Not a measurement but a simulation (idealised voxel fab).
You're looking at the process module voxel self aligned vias.
For reference, the cross-section in this document is cut, with width 185 nm and square cells of 5 nm.
Cross-section layout: square cells on a grid; listed as bands, top to bottom; a band spans one or more cell rows. Band: top and bottom heights (nm) first, top before bottom; then materials from left to right, widths in nm. "throughout" marks a sole material filling the band edge to edge. "blank" denotes empty space. Height is counted from the level 0, under which the received wafer is composed throughout of one material. The lowest of the bands is not closed at the bottom but continues downward, in the notation "top 0, no bottom". Graded width ("30->40"): value in top row of band = first number; value in bottom row = second number; row-to-row change constant. Where a step carries "no alterations made", the cross-section came out of it unchanged, cell for cell. This entry, "Closed internal cavities", enumerates those empty regions of no fewer than 8 cells that possess no open connection to the top. Each region is reported in the form width x height at distance, the distance being taken from the left edge, with all three quantities expressed in nm. Text after the settings on a step's line: the simulator's own remark on that step. Steps that use a mask can have "overlay nm" on their line. It says how far the mask sat to the right of where it was meant to be. Negative means to the left.

THE PLANNED PROCESS STEPS ARE ENUMERATED HEREUNDER
- 1: RECEIVE, material Si
- 2: CONFORMAL_DEP, material SiO2, thk nm 15
- 3: CONFORMAL_DEP, material SiCN, thk nm 5
- 4: DIRECTIONAL_DEP, material lowk, thk nm 30
- 5: PATTERN, tone open, mask id LINES, material resist, width nm 20, pitch nm 60, thk nm 15, overlay nm 0
- 6: DIRECTIONAL_ETCH, etch materials lowk, depth nm 30
- 7: STRIP, etch materials resist
- 8: CONFORMAL_DEP, material TiN, thk nm 5
- 9: FILL_DEP, material Ru, thk nm 10
- 10: CMP, height nm 50
- 11: SELECTIVE_ETCH, etch materials W Ru TiN, depth nm 10
- 12: FILL_DEP, material SiN, thk nm 10
- 13: CMP, height nm 50
- 14: DIRECTIONAL_DEP, material lowk, thk nm 15
- 15: PATTERN, tone open, mask id VIAS, material resist, width nm 30, pitch nm 60, thk nm 20, overlay nm 0
- 16: DIRECTIONAL_ETCH, etch materials lowk, depth nm 15
- 17: DIRECTIONAL_ETCH, etch materials SiN, depth nm 5
- 18: STRIP, etch materials resist
- 19: CONFORMAL_DEP, material TiN, thk nm 5
- 20: FILL_DEP, material Ru, thk nm 5
- 21: CMP, height nm 65
- 22: CONFORMAL_DEP, material SiN, thk nm 5
Same starting wafers, different depth nm at step 17. Plan value belongs to the first wafer.

CROSS-SECTION OF THE FIRST INCOMING WAFER OF SEVERAL, STATE AFTER STEP 1
> top 0, no bottom | Si throughout
> Closed internal cavities: none

BELOW, A ROW FOR EVERY WAFER. READ IT AS THE END-OF-MODULE PICTURE: FOR EACH MATERIAL THE WAFER SHOWS ITS CELLS GAINED (+) OR LOST (-) SINCE IT WAS RECEIVED, AND THEN ITS CLOSED VOIDS
depth nm 5, +48 Ru, +37 SiCN, +49 SiN, +111 SiO2, +66 TiN, +207 lowk, Closed internal cavities: none
depth nm 10, +54 Ru, +37 SiCN, +37 SiN, +111 SiO2, +72 TiN, +207 lowk, Closed internal cavities: none
depth nm 15, +54 Ru, +37 SiCN, +37 SiN, +111 SiO2, +72 TiN, +207 lowk, Closed internal cavities: none
depth nm 20, +54 Ru, +37 SiCN, +37 SiN, +111 SiO2, +72 TiN, +207 lowk, Closed internal cavities: none
depth nm 25, +54 Ru, +37 SiCN, +37 SiN, +111 SiO2, +72 TiN, +207 lowk, Closed internal cavities: none
